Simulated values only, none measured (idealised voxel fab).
Module name: voxel trench capacitor (process module)
Xsec cut, 270 nm wide, square cell size 5 nm.
When this document writes out a cross-section, it uses a grid of square cells and lists it as bands, beginning at the top and moving down, with a band standing for one or more rows of cells.
Band: top and bottom heights (nm) first, top before bottom; then materials from left to right, widths in nm. "throughout" marks a sole material filling the band edge to edge. "empty" denotes empty space.
Measure heights from 0. That's the level where, below it, the as-received wafer is all one material. The lowest band is bottomless and extends downward; write it as in "0 -> down".
Note: "30..40" means the width goes from the first number (top row of the band) to the second number (bottom row) in equal steps per row of cells.
Given "remains unaltered" for a step, no cell of the cross-section differs between before and after that step.
For the entry "Closed empty spaces", the listed items are empty spaces with no open way to the top whose size is 8 cells or more; each item follows the pattern width x height at distance, where distance is from the left edge and all three are in nm.
after a step's settings: what the simulator itself notes on the step
Steps that use a mask can have "overlay nm" on their line. It says how far the mask sat to the right of where it was meant to be. Negative means to the left.

[The process steps that were planned are listed below]
| 1 | RECEIVE | material Si |
| 2 | CONFORMAL_DEP | material SiN | thk nm 5 |
| 3 | DIRECTIONAL_DEP | material aC | thk nm 15 |
| 4 | PATTERN | tone open | mask id TRENCH | material resist | width nm 15 | pitch nm 30 | thk nm 35 | overlay nm 0 |
| 5 | DIRECTIONAL_ETCH | etch materials aC | depth nm 15 |
| 6 | STRIP | etch materials resist |
| 7 | DIRECTIONAL_ETCH | etch materials SiN | depth nm 5 |
| 8 | DIRECTIONAL_ETCH | etch materials Si | depth nm 35 |
| 9 | STRIP | etch materials aC |
| 10 | CONFORMAL_DEP | material SiO2 | thk nm 5 |
| 11 | FILL_DEP | material polySi | thk nm 10 |
| 12 | CMP | height nm 5 |

[Incoming wafer in cross-section (state: after step 1)]
    0 -> down  Si throughout
    Closed empty spaces: none

[Look at the cross-section after the module: the wafer started out the way shown above and the plan was the one shown above, yet one mistake was made along the way]
    5 -> 0  90 nm polySi / 5 nm SiO2 / 15 nm SiN / 5 nm SiO2 / 5 nm polySi / 5 nm SiO2 / 15 nm SiN / 5 nm SiO2 / 5 nm polySi / 5 nm SiO2 / 15 nm SiN / 5 nm SiO2 / 95 nm polySi
    0 -> -30  90 nm polySi / 5 nm SiO2 / 15 nm Si / 5 nm SiO2 / 5 nm polySi / 5 nm SiO2 / 15 nm Si / 5 nm SiO2 / 5 nm polySi / 5 nm SiO2 / 15 nm Si / 5 nm SiO2 / 95 nm polySi
    -30 -> -35  95 nm SiO2 / 15 nm Si / 15 nm SiO2 / 15 nm Si / 15 nm SiO2 / 15 nm Si / 100 nm SiO2
    -35 -> down  Si throughout
    Closed empty spaces: none
Error vs. plan: step 4 did not happen as planned, as run it was PATTERN | tone cover | mask id TRENCH | material resist | width nm 15 | pitch nm 30 | thk nm 35 | overlay nm 0
